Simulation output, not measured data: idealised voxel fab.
The process module that follows is named voxel local oxidation.
The cross-section on display is named cut; it measures 295 nm wide, and its cells are 5 nm squares.
Throughout this document, each cross-section is represented as a grid of square cells and is presented as a sequence of bands enumerated from the top downward, where a band comprises one or more rows of cells. The band entry comprises the height of the band's top followed by the height of its bottom, expressed in nm, and subsequently the band's materials from left to right, each stated together with its width in nm. Where a single material is marked with the word "throughout", that material fills the band from edge to edge. The word "blank" represents empty space. Heads up on the height convention: 0 is the point under which the incoming wafer is all one material, and the lowest band has no bottom, it just keeps going down, like "0..down". Think of "30..40" as a width that walks from the first number to the second as you go down the band, top row to bottom row, taking equal-sized steps from row to row. Where a step carries "remained the same", the cross-section came out of it unchanged, cell for cell. Under "Closed cavity list" you'll find the enclosed gaps, the ones with no way out to the top, that are 8 cells or bigger; each reads width x height at distance, with distance counted from the left edge, everything in nm. after a step's settings: what the simulator itself notes on the step. A step's line can hold "overlay nm"; with a mask on that step, the setting says how far right of the planned place the mask lay, while a negative setting says it lay to the left.
# Listed below are the process steps as planned
- 1: RECEIVE [material Si]
- 2: CONFORMAL_DEP [material SiO2] [thk nm 5]
- 3: CONFORMAL_DEP [material SiN] [thk nm 10]
- 4: DIRECTIONAL_DEP [material aC] [thk nm 10]
- 5: PATTERN [tone cover] [mask id ACTIVE] [material resist] [width nm 95] [pitch nm 135] [thk nm 30] [overlay nm 0]
- 6: DIRECTIONAL_ETCH [etch materials aC] [depth nm 10]
- 7: STRIP [etch materials resist]
- 8: DIRECTIONAL_ETCH [etch materials SiN] [depth nm 10]
- 9: STRIP [etch materials aC]
- 10: SELECTIVE_ETCH [etch materials SiO2] [depth nm 5]
- 11: OXIDIZE [depth nm 15]
- 12: STRIP [etch materials SiN]
# as received, after step 1
- 0..down: Si throughout
- Closed cavity list: none
# Looking at the first of two wafers in cross-section at end of module - ran to plan
- 5..0: blank 35 nm, SiO2 85 nm, blank 50 nm, SiO2 85 nm, blank 40 nm
- 0..-15: SiO2 50 nm, Si 55 nm, SiO2 80 nm, Si 55 nm, SiO2 55 nm
- -15..down: Si throughout
- Closed cavity list: none
# This is the second of the two wafers, cross-sectioned at the end of the module; it started exactly like the first and was given the same plan, but it was run with one mistake
- 20..15: SiO2 throughout
- 15..5: SiN throughout
- 5..0: SiO2 throughout
- 0..down: Si throughout
- Closed cavity list: none
Against the plan, the run slipped here: the process deviated at step 4: the operation and settings actually run there were DIRECTIONAL_DEP [material SiO2] [thk nm 10]
FYI, end of process, the second wafer has more or fewer cells of some materials than the first: Si +111; SiN +118; SiO2 -27
